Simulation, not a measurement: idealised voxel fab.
Process module under the name voxel self aligned vias
Pictured: cross-section cut, 235 nm wide, on a grid of 5 nm square cells.
Cross-section format: a grid of square cells, given as bands from top to bottom; each band is one or more rows of cells. Band: top height; bottom height; in nm. Then, left to right: material with width in nm, for each material. "full width": a single material spanning edge to edge. "empty": empty space. We count height from 0. Below that, the starting wafer is all one material. The lowest band never ends at the bottom but goes on down; see "0..down" for how that is written. Width spec "30->40" -> top row of cells at first value, bottom row at second value, equal per-row change in between. "remains unaltered" after a step means that no cell of the cross-section changed. "Unvented cavities": sealed empty spaces, 8 cells or more, no open way to top, listed width x height at distance, with distance from the left edge and width, height and distance in nm. Step line, after settings: the simulator's comment on this step. The optional step-line setting "overlay nm" applies to steps with a mask and quantifies how far to the right of its planned location the mask lay, a negative value indicating leftward placement. Pairs follow: section before one process step, section after it down to the lowest changed band, step with settings underneath. Pairs may come from different runs of this module on the same starting wafer; continuity with the pair above only as stated in the "Before this step" entry.
### Before this step
0..down = Si full width
Unvented cavities: none
### Post-Step Geometry
10..0 = SiO2 full width
Below a height of 0, the structure has not been altered.
Unvented cavities: none
Going from one cross-section above to the next, the wafer undergoes CONFORMAL_DEP (material SiO2; thk nm 10)
Before this step: starting point is the after cross-section of the pair just above.
### Post-Step Geometry
15..10 = SiCN full width
Below a height of 10, the structure has not been altered.
Unvented cavities: none
Going from one cross-section above to the next, the wafer undergoes CONFORMAL_DEP (material SiCN; thk nm 5)
Before this step: starting point is the after cross-section of the pair just above.
### Post-Step Geometry
45..15 = SiO2 full width
Below a height of 15, the structure has not been altered.
Unvented cavities: none
Going from one cross-section above to the next, the wafer undergoes DIRECTIONAL_DEP (material SiO2; thk nm 30)
Before this step: starting point is the after cross-section of the pair just above.
### Post-Step Geometry
45..15 = SiO2 70, then empty 25, then SiO2 45, then empty 25, then SiO2 70
Below a height of 15, the structure has not been altered.
Unvented cavities: none
Going from one cross-section above to the next, the wafer undergoes MASKED_ETCH (tone open; mask id LINES; width nm 25; pitch nm 70; etch materials SiO2; depth nm 30; overlay nm 0)
Before this step: starting point is the after cross-section of the pair just above.
### Post-Step Geometry
50..45 = TiN 75, then empty 15, then TiN 55, then empty 15, then TiN 75
45..20 = SiO2 70, then TiN 5, then empty 15, then TiN 5, then SiO2 45, then TiN 5, then empty 15, then TiN 5, then SiO2 70
20..15 = SiO2 70, then TiN 25, then SiO2 45, then TiN 25, then SiO2 70
Below a height of 15, the structure has not been altered.
Unvented cavities: none
Going from one cross-section above to the next, the wafer undergoes CONFORMAL_DEP (material TiN; thk nm 5)
Before this step: starting point is the after cross-section of the pair just above.
### Post-Step Geometry
55..50 = Ru full width
50..45 = TiN 75, then Ru 15, then TiN 55, then Ru 15, then TiN 75
45..20 = SiO2 70, then TiN 5, then Ru 15, then TiN 5, then SiO2 45, then TiN 5, then Ru 15, then TiN 5, then SiO2 70
Below a height of 20, the structure has not been altered.
Unvented cavities: none
Going from one cross-section above to the next, the wafer undergoes FILL_DEP (material Ru; thk nm 5)
Before this step: starting point is the after cross-section of the pair just above.
### Post-Step Geometry
45..20 = SiO2 70, then TiN 5, then Ru 15, then TiN 5, then SiO2 45, then TiN 5, then Ru 15, then TiN 5, then SiO2 70
Below a height of 20, the structure has not been altered.
Unvented cavities: none
Going from one cross-section above to the next, the wafer undergoes CMP (height nm 45)
Before this step: starting point is the after cross-section of the pair just above.
### Post-Step Geometry
45..35 = SiO2 70, then empty 25, then SiO2 45, then empty 25, then SiO2 70
Below a height of 35, the structure has not been altered.
Unvented cavities: none
Going from one cross-section above to the next, the wafer undergoes SELECTIVE_ETCH (etch materials W Ru TiN; depth nm 10)
Before this step: starting point is the after cross-section of the pair just above.
### Post-Step Geometry
55..45 = SiN full width
45..35 = SiO2 70, then SiN 25, then SiO2 45, then SiN 25, then SiO2 70
Below a height of 35, the structure has not been altered.
Unvented cavities: none
Going from one cross-section above to the next, the wafer undergoes FILL_DEP (material SiN; thk nm 10)
Before this step: starting point is the after cross-section of the pair just above.
### Post-Step Geometry
45..35 = SiO2 70, then SiN 25, then SiO2 45, then SiN 25, then SiO2 70
Below a height of 35, the structure has not been altered.
Unvented cavities: none
Going from one cross-section above to the next, the wafer undergoes CMP (height nm 45)
Before this step: starting point is the after cross-section of the pair just above.
### Post-Step Geometry
60..45 = SiO2 full width
Below a height of 45, the structure has not been altered.
Unvented cavities: none
Going from one cross-section above to the next, the wafer undergoes DIRECTIONAL_DEP (material SiO2; thk nm 15)
Before this step: starting point is the after cross-section of the pair just above.
### Post-Step Geometry
70..60 = aC full width
Below a height of 60, the structure has not been altered.
Unvented cavities: none
Going from one cross-section above to the next, the wafer undergoes DIRECTIONAL_DEP (material aC; thk nm 10)
Before this step: starting point is the after cross-section of the pair just above.
### Post-Step Geometry
100..70 = resist 60, then empty 45, then resist 25, then empty 45, then resist 60
Below a height of 70, the structure has not been altered.
Unvented cavities: none
Going from one cross-section above to the next, the wafer undergoes PATTERN (tone open; mask id VIAS; material resist; width nm 45; pitch nm 70; thk nm 30; overlay nm 0)
Before this step: starting point is the after cross-section of the pair just above.
### Post-Step Geometry
90..70 = resist 60, then empty 45, then resist 25, then empty 45, then resist 60
70..60 = aC 60, then empty 45, then aC 25, then empty 45, then aC 60
Below a height of 60, the structure has not been altered.
Unvented cavities: none
Going from one cross-section above to the next, the wafer undergoes DIRECTIONAL_ETCH (etch materials aC; depth nm 10)
Before this step: starting point is the after cross-section of the pair just above.
### Post-Step Geometry
70..60 = aC 60, then empty 45, then aC 25, then empty 45, then aC 60
Below a height of 60, the structure has not been altered.
Unvented cavities: none
Going from one cross-section above to the next, the wafer undergoes STRIP (etch materials resist)
Before this step: starting point is the after cross-section of the pair just above.
### Post-Step Geometry
70..60 = aC 60, then empty 45, then aC 25, then empty 45, then aC 60
60..45 = SiO2 60, then empty 45, then SiO2 25, then empty 45, then SiO2 60
Below a height of 45, the structure has not been altered.
Unvented cavities: none
Going from one cross-section above to the next, the wafer undergoes DIRECTIONAL_ETCH (etch materials SiO2; depth nm 15)
Before this step: starting point is the after cross-section of the pair just above.
### Post-Step Geometry
70..60 = aC 60, then empty 45, then aC 25, then empty 45, then aC 60
60..45 = SiO2 60, then empty 45, then SiO2 25, then empty 45, then SiO2 60
45..35 = SiO2 70, then empty 25, then SiO2 45, then empty 25, then SiO2 70
Below a height of 35, the structure has not been altered.
Unvented cavities: none
Going from one cross-section above to the next, the wafer undergoes DIRECTIONAL_ETCH (etch materials SiN; depth nm 10)
Before this step: starting point is the after cross-section of the pair just above.
### Post-Step Geometry
60..45 = SiO2 60, then empty 45, then SiO2 25, then empty 45, then SiO2 60
Below a height of 45, the structure has not been altered.
Unvented cavities: none
Going from one cross-section above to the next, the wafer undergoes STRIP (etch materials aC)
Before this step: starting point is the after cross-section of the pair just above.
### Post-Step Geometry
65..60 = TiN 65, then empty 35, then TiN 35, then empty 35, then TiN 65
60..50 = SiO2 60, then TiN 5, then empty 35, then TiN 5, then SiO2 25, then TiN 5, then empty 35, then TiN 5, then SiO2 60
50..40 = SiO2 60->70, then TiN 15->5, then empty 15, then TiN 15->5, then SiO2 25->45, then TiN 15->5, then empty 15, then TiN 15->5, then SiO2 60->70
40..35 = SiO2 70, then TiN 25, then SiO2 45, then TiN 25, then SiO2 70
Below a height of 35, the structure has not been altered.
Unvented cavities: none
Going from one cross-section above to the next, the wafer undergoes CONFORMAL_DEP (material TiN; thk nm 5)
Before this step: starting point is the after cross-section of the pair just above.
### Post-Step Geometry
75..65 = W full width
65..60 = TiN 65, then W 35, then TiN 35, then W 35, then TiN 65
60..50 = SiO2 60, then TiN 5, then W 35, then TiN 5, then SiO2 25, then TiN 5, then W 35, then TiN 5, then SiO2 60
50..40 = SiO2 60->70, then TiN 15->5, then W 15, then TiN 15->5, then SiO2 25->45, then TiN 15->5, then W 15, then TiN 15->5, then SiO2 60->70
Below a height of 40, the structure has not been altered.
Unvented cavities: none
Going from one cross-section above to the next, the wafer undergoes FILL_DEP (material W; thk nm 10)
Before this step: starting point is the after cross-section of the pair just above.
### Post-Step Geometry
60..50 = SiO2 60, then TiN 5, then W 35, then TiN 5, then SiO2 25, then TiN 5, then W 35, then TiN 5, then SiO2 60
Below a height of 50, the structure has not been altered.
Unvented cavities: none
Going from one cross-section above to the next, the wafer undergoes CMP (height nm 60)
Before this step: starting point is the after cross-section of the pair just above.
### Post-Step Geometry
65..60 = SiN full width
Below a height of 60, the structure has not been altered.
Unvented cavities: none
Going from one cross-section above to the next, the wafer undergoes CONFORMAL_DEP (material SiN; thk nm 5)
### Before this step
10..0 = SiO2 full width
0..down = Si full width
Unvented cavities: none
### Post-Step Geometry
40..0 = SiO2 full width
Below a height of 0, the structure has not been altered.
Unvented cavities: none
Going from one cross-section above to the next, the wafer undergoes DIRECTIONAL_DEP (material SiO2; thk nm 30)
Before this step: starting point is the after cross-section of the pair just above.
### Post-Step Geometry
40..10 = SiO2 70, then empty 25, then SiO2 45, then empty 25, then SiO2 70
Below a height of 10, the structure has not been altered.
Unvented cavities: none
Going from one cross-section above to the next, the wafer undergoes MASKED_ETCH (tone open; mask id LINES; width nm 25; pitch nm 70; etch materials SiO2; depth nm 30; overlay nm 0)
Before this step: starting point is the after cross-section of the pair just above.
### Post-Step Geometry
45..40 = TiN 75, then empty 15, then TiN 55, then empty 15, then TiN 75
40..15 = SiO2 70, then TiN 5, then empty 15, then TiN 5, then SiO2 45, then TiN 5, then empty 15, then TiN 5, then SiO2 70
15..10 = SiO2 70, then TiN 25, then SiO2 45, then TiN 25, then SiO2 70
Below a height of 10, the structure has not been altered.
Unvented cavities: none
Going from one cross-section above to the next, the wafer undergoes CONFORMAL_DEP (material TiN; thk nm 5)
Before this step: starting point is the after cross-section of the pair just above.
### Post-Step Geometry
50..45 = Ru full width
45..40 = TiN 75, then Ru 15, then TiN 55, then Ru 15, then TiN 75
40..15 = SiO2 70, then TiN 5, then Ru 15, then TiN 5, then SiO2 45, then TiN 5, then Ru 15, then TiN 5, then SiO2 70
Below a height of 15, the structure has not been altered.
Unvented cavities: none
Going from one cross-section above to the next, the wafer undergoes FILL_DEP (material Ru; thk nm 5)
Before this step: starting point is the after cross-section of the pair just above.
### Post-Step Geometry
45..40 = TiN 75, then Ru 15, then TiN 55, then Ru 15, then TiN 75
Below a height of 40, the structure has not been altered.
Unvented cavities: none
Going from one cross-section above to the next, the wafer undergoes CMP (height nm 45)
Before this step: starting point is the after cross-section of the pair just above.
### Post-Step Geometry
40..35 = SiO2 70, then empty 25, then SiO2 45, then empty 25, then SiO2 70
Below a height of 35, the structure has not been altered.
Unvented cavities: none
Going from one cross-section above to the next, the wafer undergoes SELECTIVE_ETCH (etch materials W Ru TiN; depth nm 10)
Before this step: starting point is the after cross-section of the pair just above.
### Post-Step Geometry
50..40 = SiN full width
40..35 = SiO2 70, then SiN 25, then SiO2 45, then SiN 25, then SiO2 70
Below a height of 35, the structure has not been altered.
Unvented cavities: none
Going from one cross-section above to the next, the wafer undergoes FILL_DEP (material SiN; thk nm 10)
Before this step: starting point is the after cross-section of the pair just above.
### Post-Step Geometry
45..40 = SiN full width
Below a height of 40, the structure has not been altered.
Unvented cavities: none
Going from one cross-section above to the next, the wafer undergoes CMP (height nm 45)
Before this step: starting point is the after cross-section of the pair just above.
### Post-Step Geometry
60..45 = SiO2 full width
Below a height of 45, the structure has not been altered.
Unvented cavities: none
Going from one cross-section above to the next, the wafer undergoes DIRECTIONAL_DEP (material SiO2; thk nm 15)
Before this step: starting point is the after cross-section of the pair just above.
### Post-Step Geometry
70..60 = aC full width
Below a height of 60, the structure has not been altered.
Unvented cavities: none
Going from one cross-section above to the next, the wafer undergoes DIRECTIONAL_DEP (material aC; thk nm 10)
Before this step: starting point is the after cross-section of the pair just above.
### Post-Step Geometry
100..70 = resist 60, then empty 45, then resist 25, then empty 45, then resist 60
Below a height of 70, the structure has not been altered.
Unvented cavities: none
Going from one cross-section above to the next, the wafer undergoes PATTERN (tone open; mask id VIAS; material resist; width nm 45; pitch nm 70; thk nm 30; overlay nm 0)
Before this step: starting point is the after cross-section of the pair just above.
### Post-Step Geometry
90..70 = resist 60, then empty 45, then resist 25, then empty 45, then resist 60
70..60 = aC 60, then empty 45, then aC 25, then empty 45, then aC 60
Below a height of 60, the structure has not been altered.
Unvented cavities: none
Going from one cross-section above to the next, the wafer undergoes DIRECTIONAL_ETCH (etch materials aC; depth nm 10)
Before this step: starting point is the after cross-section of the pair just above.
### Post-Step Geometry
70..60 = aC 60, then empty 45, then aC 25, then empty 45, then aC 60
Below a height of 60, the structure has not been altered.
Unvented cavities: none
Going from one cross-section above to the next, the wafer undergoes STRIP (etch materials resist)
Before this step: starting point is the after cross-section of the pair just above.
### Post-Step Geometry
70..60 = aC 60, then empty 45, then aC 25, then empty 45, then aC 60
60..45 = SiO2 60, then empty 45, then SiO2 25, then empty 45, then SiO2 60
Below a height of 45, the structure has not been altered.
Unvented cavities: none
Going from one cross-section above to the next, the wafer undergoes DIRECTIONAL_ETCH (etch materials SiO2; depth nm 15)
Before this step: starting point is the after cross-section of the pair just above.
### Post-Step Geometry
70..60 = aC 60, then empty 45, then aC 25, then empty 45, then aC 60
60..45 = SiO2 60, then empty 45, then SiO2 25, then empty 45, then SiO2 60
45..40 = SiN 60, then empty 45, then SiN 25, then empty 45, then SiN 60
40..35 = SiO2 70, then empty 25, then SiO2 45, then empty 25, then SiO2 70
Below a height of 35, the structure has not been altered.
Unvented cavities: none
Going from one cross-section above to the next, the wafer undergoes DIRECTIONAL_ETCH (etch materials SiN; depth nm 10)
Before this step: starting point is the after cross-section of the pair just above.
### Post-Step Geometry
60..45 = SiO2 60, then empty 45, then SiO2 25, then empty 45, then SiO2 60
Below a height of 45, the structure has not been altered.
Unvented cavities: none
Going from one cross-section above to the next, the wafer undergoes STRIP (etch materials aC)
Before this step: starting point is the after cross-section of the pair just above.
### Post-Step Geometry
65..60 = TiN 65, then empty 35, then TiN 35, then empty 35, then TiN 65
60..45 = SiO2 60, then TiN 5, then empty 35, then TiN 5, then SiO2 25, then TiN 5, then empty 35, then TiN 5, then SiO2 60
45..40 = SiN 60, then TiN 15, then empty 15, then TiN 15, then SiN 25, then TiN 15, then empty 15, then TiN 15, then SiN 60
40..35 = SiO2 70, then TiN 25, then SiO2 45, then TiN 25, then SiO2 70
Below a height of 35, the structure has not been altered.
Unvented cavities: none
Going from one cross-section above to the next, the wafer undergoes CONFORMAL_DEP (material TiN; thk nm 5)
Before this step: starting point is the after cross-section of the pair just above.
### Post-Step Geometry
75..65 = W full width
65..60 = TiN 65, then W 35, then TiN 35, then W 35, then TiN 65
60..45 = SiO2 60, then TiN 5, then W 35, then TiN 5, then SiO2 25, then TiN 5, then W 35, then TiN 5, then SiO2 60
45..40 = SiN 60, then TiN 15, then W 15, then TiN 15, then SiN 25, then TiN 15, then W 15, then TiN 15, then SiN 60
Below a height of 40, the structure has not been altered.
Unvented cavities: none
Going from one cross-section above to the next, the wafer undergoes FILL_DEP (material W; thk nm 10)
Before this step: starting point is the after cross-section of the pair just above.
### Post-Step Geometry
60..45 = SiO2 60, then TiN 5, then W 35, then TiN 5, then SiO2 25, then TiN 5, then W 35, then TiN 5, then SiO2 60
Below a height of 45, the structure has not been altered.
Unvented cavities: none
Going from one cross-section above to the next, the wafer undergoes CMP (height nm 60)
Before this step: starting point is the after cross-section of the pair just above.
### Post-Step Geometry
65..60 = SiN full width
Below a height of 60, the structure has not been altered.
Unvented cavities: none
Going from one cross-section above to the next, the wafer undergoes CONFORMAL_DEP (material SiN; thk nm 5)
### Before this step
70..60 = aC 60, then empty 45, then aC 25, then empty 45, then aC 60
60..45 = SiO2 60, then empty 45, then SiO2 25, then empty 45, then SiO2 60
45..35 = SiO2 70, then SiN 25, then SiO2 45, then SiN 25, then SiO2 70
35..20 = SiO2 70, then TiN 5, then Ru 15, then TiN 5, then SiO2 45, then TiN 5, then Ru 15, then TiN 5, then SiO2 70
20..15 = SiO2 70, then TiN 25, then SiO2 45, then TiN 25, then SiO2 70
15..10 = SiCN full width
10..0 = SiO2 full width
0..down = Si full width
Unvented cavities: none
### Post-Step Geometry
70..60 = aC 60, then empty 45, then aC 25, then empty 45, then aC 60
60..45 = SiO2 60, then empty 45, then SiO2 25, then empty 45, then SiO2 60
45..35 = SiO2 60, then empty 10, then SiN 25, then empty 10, then SiO2 25, then empty 10, then SiN 25, then empty 10, then SiO2 60
35..30 = SiO2 60, then empty 10, then TiN 5, then Ru 15, then TiN 5, then empty 10, then SiO2 25, then empty 10, then TiN 5, then Ru 15, then TiN 5, then empty 10, then SiO2 60
Below a height of 30, the structure has not been altered.
Unvented cavities: none
Going from one cross-section above to the next, the wafer undergoes DIRECTIONAL_ETCH (etch materials SiO2; depth nm 15)
Before this step: starting point is the after cross-section of the pair just above.
### Post-Step Geometry
70..60 = aC 60, then empty 45, then aC 25, then empty 45, then aC 60
60..35 = SiO2 60, then empty 45, then SiO2 25, then empty 45, then SiO2 60
Below a height of 35, the structure has not been altered.
Unvented cavities: none
Going from one cross-section above to the next, the wafer undergoes DIRECTIONAL_ETCH (etch materials SiN; depth nm 10)
Before this step: starting point is the after cross-section of the pair just above.
### Post-Step Geometry
60..35 = SiO2 60, then empty 45, then SiO2 25, then empty 45, then SiO2 60
Below a height of 35, the structure has not been altered.
Unvented cavities: none
Going from one cross-section above to the next, the wafer undergoes STRIP (etch materials aC)
Before this step: starting point is the after cross-section of the pair just above.
### Post-Step Geometry
65..60 = TiN 65, then empty 35, then TiN 35, then empty 35, then TiN 65
60..40 = SiO2 60, then TiN 5, then empty 35, then TiN 5, then SiO2 25, then TiN 5, then empty 35, then TiN 5, then SiO2 60
40..35 = SiO2 60, then TiN 45, then SiO2 25, then TiN 45, then SiO2 60
35..30 = SiO2 60, then TiN 15, then Ru 15, then TiN 15, then SiO2 25, then TiN 15, then Ru 15, then TiN 15, then SiO2 60
Below a height of 30, the structure has not been altered.
Unvented cavities: none
Going from one cross-section above to the next, the wafer undergoes CONFORMAL_DEP (material TiN; thk nm 5)
Before this step: starting point is the after cross-section of the pair just above.
### Post-Step Geometry
75..65 = W full width
65..60 = TiN 65, then W 35, then TiN 35, then W 35, then TiN 65
60..40 = SiO2 60, then TiN 5, then W 35, then TiN 5, then SiO2 25, then TiN 5, then W 35, then TiN 5, then SiO2 60
Below a height of 40, the structure has not been altered.
Unvented cavities: none
Going from one cross-section above to the next, the wafer undergoes FILL_DEP (material W; thk nm 10)
Before this step: starting point is the after cross-section of the pair just above.
### Post-Step Geometry
60..40 = SiO2 60, then TiN 5, then W 35, then TiN 5, then SiO2 25, then TiN 5, then W 35, then TiN 5, then SiO2 60
Below a height of 40, the structure has not been altered.
Unvented cavities: none
Going from one cross-section above to the next, the wafer undergoes CMP (height nm 60)
Before this step: starting point is the after cross-section of the pair just above.
### Post-Step Geometry
65..60 = SiN full width
Below a height of 60, the structure has not been altered.
Unvented cavities: none
Going from one cross-section above to the next, the wafer undergoes CONFORMAL_DEP (material SiN; thk nm 5)
### Before this step
40..0 = SiO2 full width
0..down = Si full width
Unvented cavities: none
### Post-Step Geometry
45..40 = SiCN full width
Below a height of 40, the structure has not been altered.
Unvented cavities: none
Going from one cross-section above to the next, the wafer undergoes CONFORMAL_DEP (material SiCN; thk nm 5)
Before this step: starting point is the after cross-section of the pair just above.
### Post-Step Geometry
50..45 = TiN full width
Below a height of 45, the structure has not been altered.
Unvented cavities: none
Going from one cross-section above to the next, the wafer undergoes CONFORMAL_DEP (material TiN; thk nm 5)
Before this step: starting point is the after cross-section of the pair just above.
### Post-Step Geometry
55..50 = Ru full width
Below a height of 50, the structure has not been altered.
Unvented cavities: none
Going from one cross-section above to the next, the wafer undergoes FILL_DEP (material Ru; thk nm 5)
Before this step: starting point is the after cross-section of the pair just above.
### Post-Step Geometry
45..40 = SiCN full width
Below a height of 40, the structure has not been altered.
Unvented cavities: none
Going from one cross-section above to the next, the wafer undergoes CMP (height nm 45)
Before this step: starting point is the after cross-section of the pair just above.
### Post-Step Geometry
55..45 = SiN full width
Below a height of 45, the structure has not been altered.
Unvented cavities: none
Going from one cross-section above to the next, the wafer undergoes FILL_DEP (material SiN; thk nm 10)
Before this step: starting point is the after cross-section of the pair just above.
### Post-Step Geometry
45..40 = SiCN full width
Below a height of 40, the structure has not been altered.
Unvented cavities: none
Going from one cross-section above to the next, the wafer undergoes CMP (height nm 45)
Before this step: starting point is the after cross-section of the pair just above.
### Post-Step Geometry
60..45 = SiO2 full width
Below a height of 45, the structure has not been altered.
Unvented cavities: none
Going from one cross-section above to the next, the wafer undergoes DIRECTIONAL_DEP (material SiO2; thk nm 15)
Before this step: starting point is the after cross-section of the pair just above.
### Post-Step Geometry
70..60 = aC full width
Below a height of 60, the structure has not been altered.
Unvented cavities: none
Going from one cross-section above to the next, the wafer undergoes DIRECTIONAL_DEP (material aC; thk nm 10)
Before this step: starting point is the after cross-section of the pair just above.
### Post-Step Geometry
100..70 = resist 60, then empty 45, then resist 25, then empty 45, then resist 60
Below a height of 70, the structure has not been altered.
Unvented cavities: none
Going from one cross-section above to the next, the wafer undergoes PATTERN (tone open; mask id VIAS; material resist; width nm 45; pitch nm 70; thk nm 30; overlay nm 0)
Before this step: starting point is the after cross-section of the pair just above.
### Post-Step Geometry
90..70 = resist 60, then empty 45, then resist 25, then empty 45, then resist 60
70..60 = aC 60, then empty 45, then aC 25, then empty 45, then aC 60
Below a height of 60, the structure has not been altered.
Unvented cavities: none
Going from one cross-section above to the next, the wafer undergoes DIRECTIONAL_ETCH (etch materials aC; depth nm 10)
Before this step: starting point is the after cross-section of the pair just above.
### Post-Step Geometry
70..60 = aC 60, then empty 45, then aC 25, then empty 45, then aC 60
Below a height of 60, the structure has not been altered.
Unvented cavities: none
Going from one cross-section above to the next, the wafer undergoes STRIP (etch materials resist)
Before this step: starting point is the after cross-section of the pair just above.
### Post-Step Geometry
70..60 = aC 60, then empty 45, then aC 25, then empty 45, then aC 60
60..45 = SiO2 60, then empty 45, then SiO2 25, then empty 45, then SiO2 60
Below a height of 45, the structure has not been altered.
Unvented cavities: none
Going from one cross-section above to the next, the wafer undergoes DIRECTIONAL_ETCH (etch materials SiO2; depth nm 15)
Before this step: starting point is the after cross-section of the pair just above.
### Post-Step Geometry
60..45 = SiO2 60, then empty 45, then SiO2 25, then empty 45, then SiO2 60
Below a height of 45, the structure has not been altered.
Unvented cavities: none
Going from one cross-section above to the next, the wafer undergoes STRIP (etch materials aC)
Before this step: starting point is the after cross-section of the pair just above.
### Post-Step Geometry
65..60 = TiN 65, then empty 35, then TiN 35, then empty 35, then TiN 65
60..50 = SiO2 60, then TiN 5, then empty 35, then TiN 5, then SiO2 25, then TiN 5, then empty 35, then TiN 5, then SiO2 60
50..45 = SiO2 60, then TiN 45, then SiO2 25, then TiN 45, then SiO2 60
Below a height of 45, the structure has not been altered.
Unvented cavities: none
Going from one cross-section above to the next, the wafer undergoes CONFORMAL_DEP (material TiN; thk nm 5)
Before this step: starting point is the after cross-section of the pair just above.
### Post-Step Geometry
75..65 = W full width
65..60 = TiN 65, then W 35, then TiN 35, then W 35, then TiN 65
60..50 = SiO2 60, then TiN 5, then W 35, then TiN 5, then SiO2 25, then TiN 5, then W 35, then TiN 5, then SiO2 60
Below a height of 50, the structure has not been altered.
Unvented cavities: none
Going from one cross-section above to the next, the wafer undergoes FILL_DEP (material W; thk nm 10)
Before this step: starting point is the after cross-section of the pair just above.
### Post-Step Geometry
60..50 = SiO2 60, then TiN 5, then W 35, then TiN 5, then SiO2 25, then TiN 5, then W 35, then TiN 5, then SiO2 60
Below a height of 50, the structure has not been altered.
Unvented cavities: none
Going from one cross-section above to the next, the wafer undergoes CMP (height nm 60)
Before this step: starting point is the after cross-section of the pair just above.
### Post-Step Geometry
65..60 = SiN full width
Below a height of 60, the structure has not been altered.
Unvented cavities: none
Going from one cross-section above to the next, the wafer undergoes CONFORMAL_DEP (material SiN; thk nm 5)
### Before this step
70..60 = aC 60, then empty 45, then aC 25, then empty 45, then aC 60
60..45 = SiO2 60, then empty 45, then SiO2 25, then empty 45, then SiO2 60
45..35 = SiO2 70, then SiN 25, then SiO2 45, then SiN 25, then SiO2 70
35..20 = SiO2 70, then TiN 5, then Ru 15, then TiN 5, then SiO2 45, then TiN 5, then Ru 15, then TiN 5, then SiO2 70
20..15 = SiO2 70, then TiN 25, then SiO2 45, then TiN 25, then SiO2 70
15..10 = SiCN full width
10..0 = SiO2 full width
0..down = Si full width
Unvented cavities: none
### Post-Step Geometry
70..60 = aC 60, then empty 45, then aC 25, then empty 45, then aC 60
60..45 = SiO2 60, then empty 45, then SiO2 25, then empty 45, then SiO2 60
45..40 = SiO2 70, then empty 25, then SiO2 45, then empty 25, then SiO2 70
Below a height of 40, the structure has not been altered.
Unvented cavities: none
Going from one cross-section above to the next, the wafer undergoes DIRECTIONAL_ETCH (etch materials SiN; depth nm 5)
Before this step: starting point is the after cross-section of the pair just above.
### Post-Step Geometry
60..45 = SiO2 60, then empty 45, then SiO2 25, then empty 45, then SiO2 60
Below a height of 45, the structure has not been altered.
Unvented cavities: none
Going from one cross-section above to the next, the wafer undergoes STRIP (etch materials aC)
Before this step: starting point is the after cross-section of the pair just above.
### Post-Step Geometry
65..60 = TiN 65, then empty 35, then TiN 35, then empty 35, then TiN 65
60..50 = SiO2 60, then TiN 5, then empty 35, then TiN 5, then SiO2 25, then TiN 5, then empty 35, then TiN 5, then SiO2 60
50..45 = SiO2 60, then TiN 15, then empty 15, then TiN 15, then SiO2 25, then TiN 15, then empty 15, then TiN 15, then SiO2 60
45..40 = SiO2 70, then TiN 25, then SiO2 45, then TiN 25, then SiO2 70
Below a height of 40, the structure has not been altered.
Unvented cavities: none
Going from one cross-section above to the next, the wafer undergoes CONFORMAL_DEP (material TiN; thk nm 5)
Before this step: starting point is the after cross-section of the pair just above.
### Post-Step Geometry
75..65 = W full width
65..60 = TiN 65, then W 35, then TiN 35, then W 35, then TiN 65
60..50 = SiO2 60, then TiN 5, then W 35, then TiN 5, then SiO2 25, then TiN 5, then W 35, then TiN 5, then SiO2 60
50..45 = SiO2 60, then TiN 15, then W 15, then TiN 15, then SiO2 25, then TiN 15, then W 15, then TiN 15, then SiO2 60
Below a height of 45, the structure has not been altered.
Unvented cavities: none
Going from one cross-section above to the next, the wafer undergoes FILL_DEP (material W; thk nm 10)
Before this step: starting point is the after cross-section of the pair just above.
### Post-Step Geometry
60..50 = SiO2 60, then TiN 5, then W 35, then TiN 5, then SiO2 25, then TiN 5, then W 35, then TiN 5, then SiO2 60
Below a height of 50, the structure has not been altered.
Unvented cavities: none
Going from one cross-section above to the next, the wafer undergoes CMP (height nm 60)
Before this step: starting point is the after cross-section of the pair just above.
### Post-Step Geometry
65..60 = SiN full width
Below a height of 60, the structure has not been altered.
Unvented cavities: none
Going from one cross-section above to the next, the wafer undergoes CONFORMAL_DEP (material SiN; thk nm 5)
### Before this step
45..15 = SiO2 full width
15..10 = SiCN full width
10..0 = SiO2 full width
0..down = Si full width
Unvented cavities: none
### Post-Step Geometry
45..15 = SiO2 65, then empty 35, then SiO2 35, then empty 35, then SiO2 65
Below a height of 15, the structure has not been altered.
Unvented cavities: none
Going from one cross-section above to the next, the wafer undergoes MASKED_ETCH (tone open; mask id LINES; width nm 35; pitch nm 70; etch materials SiO2; depth nm 30; overlay nm 0)
Before this step: starting point is the after cross-section of the pair just above.
### Post-Step Geometry
50..45 = TiN 70, then empty 25, then TiN 45, then empty 25, then TiN 70
45..20 = SiO2 65, then TiN 5, then empty 25, then TiN 5, then SiO2 35, then TiN 5, then empty 25, then TiN 5, then SiO2 65
20..15 = SiO2 65, then TiN 35, then SiO2 35, then TiN 35, then SiO2 65
Below a height of 15, the structure has not been altered.
Unvented cavities: none
Going from one cross-section above to the next, the wafer undergoes CONFORMAL_DEP (material TiN; thk nm 5)
Before this step: starting point is the after cross-section of the pair just above.
### Post-Step Geometry
55..50 = Ru full width
50..45 = TiN 70, then Ru 25, then TiN 45, then Ru 25, then TiN 70
45..20 = SiO2 65, then TiN 5, then Ru 25, then TiN 5, then SiO2 35, then TiN 5, then Ru 25, then TiN 5, then SiO2 65
Below a height of 20, the structure has not been altered.
Unvented cavities: none
Going from one cross-section above to the next, the wafer undergoes FILL_DEP (material Ru; thk nm 5)
Before this step: starting point is the after cross-section of the pair just above.
### Post-Step Geometry
45..20 = SiO2 65, then TiN 5, then Ru 25, then TiN 5, then SiO2 35, then TiN 5, then Ru 25, then TiN 5, then SiO2 65
Below a height of 20, the structure has not been altered.
Unvented cavities: none
Going from one cross-section above to the next, the wafer undergoes CMP (height nm 45)
Before this step: starting point is the after cross-section of the pair just above.
### Post-Step Geometry
45..35 = SiO2 65, then empty 35, then SiO2 35, then empty 35, then SiO2 65
Below a height of 35, the structure has not been altered.
Unvented cavities: none
Going from one cross-section above to the next, the wafer undergoes SELECTIVE_ETCH (etch materials W Ru TiN; depth nm 10)
Before this step: starting point is the after cross-section of the pair just above.
### Post-Step Geometry
55..45 = SiN full width
45..35 = SiO2 65, then SiN 35, then SiO2 35, then SiN 35, then SiO2 65
Below a height of 35, the structure has not been altered.
Unvented cavities: none
Going from one cross-section above to the next, the wafer undergoes FILL_DEP (material SiN; thk nm 10)
Before this step: starting point is the after cross-section of the pair just above.
### Post-Step Geometry
45..35 = SiO2 65, then SiN 35, then SiO2 35, then SiN 35, then SiO2 65
Below a height of 35, the structure has not been altered.
Unvented cavities: none
Going from one cross-section above to the next, the wafer undergoes CMP (height nm 45)
Before this step: starting point is the after cross-section of the pair just above.
### Post-Step Geometry
60..45 = SiO2 full width
Below a height of 45, the structure has not been altered.
Unvented cavities: none
Going from one cross-section above to the next, the wafer undergoes DIRECTIONAL_DEP (material SiO2; thk nm 15)
Before this step: starting point is the after cross-section of the pair just above.
### Post-Step Geometry
70..60 = aC full width
Below a height of 60, the structure has not been altered.
Unvented cavities: none
Going from one cross-section above to the next, the wafer undergoes DIRECTIONAL_DEP (material aC; thk nm 10)
